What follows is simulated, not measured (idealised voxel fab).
You're looking at the process module voxel self aligned vias.
Shown is cross-section cut, with a width of 270 nm and square cells of size 5 nm.
Notation: cross-section as square-cell grid; stated in bands, top first, going down; one or more cell rows per band. Heads up on the band format: heights come first, top then bottom, in nm. After that it's the materials left to right, each with its width in nm. A single material flagged "edge to edge" fills the whole band edge to edge, and "empty" means there's empty space there. Convention: height 0 is the level below which the wafer, as received, is all one material. The lowest band does not terminate at the bottom but continues downward, represented as "z 0 and below". You'd read "30..40" like this: the band's top row of cells is as wide as the first number, its bottom row is as wide as the second, and going down, every row changes width by the same amount as the row before did. Step marked "no modifications"? Then no cell in the cross-section changed in it. Any empty space of 8 cells or more lacking an open way to the top shows up in "Closed void catalog" as width x height at distance, distance from the left edge, in nm. Formally, on a step line, whatever follows the settings is a remark that the simulator itself makes on the step. The "overlay nm" setting may appear on a step's line; for a step that uses a mask, it gives how far to the right of its planned position the mask lay, and a negative value indicates the left.

**Listed below are the process steps as planned**
1. RECEIVE, material Si
2. CONFORMAL_DEP, material SiO2, thk nm 15
3. CONFORMAL_DEP, material SiCN, thk nm 5
4. DIRECTIONAL_DEP, material SiO2, thk nm 20
5. DIRECTIONAL_DEP, material aC, thk nm 10
6. PATTERN, tone open, mask id LINES, material resist, width nm 20, pitch nm 70, thk nm 25, overlay nm 0
7. DIRECTIONAL_ETCH, etch materials aC, depth nm 10
8. STRIP, etch materials resist
9. DIRECTIONAL_ETCH, etch materials SiO2, depth nm 20
10. STRIP, etch materials aC
11. CONFORMAL_DEP, material TiN, thk nm 5
12. FILL_DEP, material Ru, thk nm 5
13. CMP, height nm 40
14. SELECTIVE_ETCH, etch materials W Ru TiN, depth nm 10
15. FILL_DEP, material SiN, thk nm 10
16. CMP, height nm 40
17. DIRECTIONAL_DEP, material SiO2, thk nm 20
18. PATTERN, tone open, mask id VIAS, material resist, width nm 50, thk nm 15, overlay nm 0
19. DIRECTIONAL_ETCH, etch materials SiO2, depth nm 20
20. DIRECTIONAL_ETCH, etch materials SiN, depth nm 10
21. STRIP, etch materials resist
22. CONFORMAL_DEP, material TiN, thk nm 5
23. FILL_DEP, material W, thk nm 10
24. CMP, height nm 60
25. CONFORMAL_DEP, material SiCN, thk nm 5
Quick note for whoever runs this: the wafers start identical, but the width nm at step 6 isn't the same across them. The plan just shows what the first wafer had.

**Cross-section of the first of several received wafers, showing its state after step 1**
    z 0 and below | Si edge to edge
    Closed void catalog: none

**After the module's final step, step 25: the first of several wafers in cross-section**
    z 65 to 60 | SiCN edge to edge
    z 60 to 45 | SiO2=75  TiN=5  W=40  TiN=5  SiO2=145
    z 45 to 40 | SiO2=75  TiN=20  W=10  TiN=20  SiO2=145
    z 40 to 35 | SiO2=90  TiN=5  W=10  TiN=5  SiO2=50  SiN=20  SiO2=90
    z 35 to 30 | SiO2=90  TiN=20  SiO2=50  SiN=20  SiO2=90
    z 30 to 25 | SiO2=90  TiN=5  Ru=10  TiN=5  SiO2=50  TiN=5  Ru=10  TiN=5  SiO2=90
    z 25 to 20 | SiO2=90  TiN=20  SiO2=50  TiN=20  SiO2=90
    z 20 to 15 | SiCN edge to edge
    z 15 to 0 | SiO2 edge to edge
    z 0 and below | Si edge to edge
    Closed void catalog: none

**last wafer at the end**
    z 65 to 60 | SiCN edge to edge
    z 60 to 45 | SiO2=75  TiN=5  W=40  TiN=5  SiO2=145
    z 45 to 40 | SiO2=75  TiN=10  W=35  TiN=5  SiO2=145
    z 40 to 35 | SiO2=80  TiN=5  W=35  TiN=5  SiO2=25  SiN=45  SiO2=75
    z 35 to 30 | SiO2=80  TiN=45  SiO2=25  SiN=45  SiO2=75
    z 30 to 25 | SiO2=80  TiN=5  Ru=35  TiN=5  SiO2=25  TiN=5  Ru=35  TiN=5  SiO2=75
    z 25 to 20 | SiO2=80  TiN=45  SiO2=25  TiN=45  SiO2=75
    z 20 to 15 | SiCN edge to edge
    z 15 to 0 | SiO2 edge to edge
    z 0 and below | Si edge to edge
    Closed void catalog: none

**Tabulated below, wafer by wafer, are the end-of-module results: for each material, the number of cells gained (+) or lost (-) relative to the as-received state, followed by the closed voids**
width nm 20 | +4 Ru | +108 SiCN | +8 SiN | +522 SiO2 | +32 TiN | +28 W | Closed void catalog: none
width nm 25 | +6 Ru | +108 SiCN | +10 SiN | +514 SiO2 | +34 TiN | +30 W | Closed void catalog: none
width nm 30 | +8 Ru | +108 SiCN | +12 SiN | +506 SiO2 | +36 TiN | +32 W | Closed void catalog: none
width nm 35 | +10 Ru | +108 SiCN | +14 SiN | +498 SiO2 | +38 TiN | +34 W | Closed void catalog: none
width nm 40 | +12 Ru | +108 SiCN | +16 SiN | +490 SiO2 | +40 TiN | +36 W | Closed void catalog: none
width nm 45 | +14 Ru | +108 SiCN | +18 SiN | +482 SiO2 | +42 TiN | +38 W | Closed void catalog: none
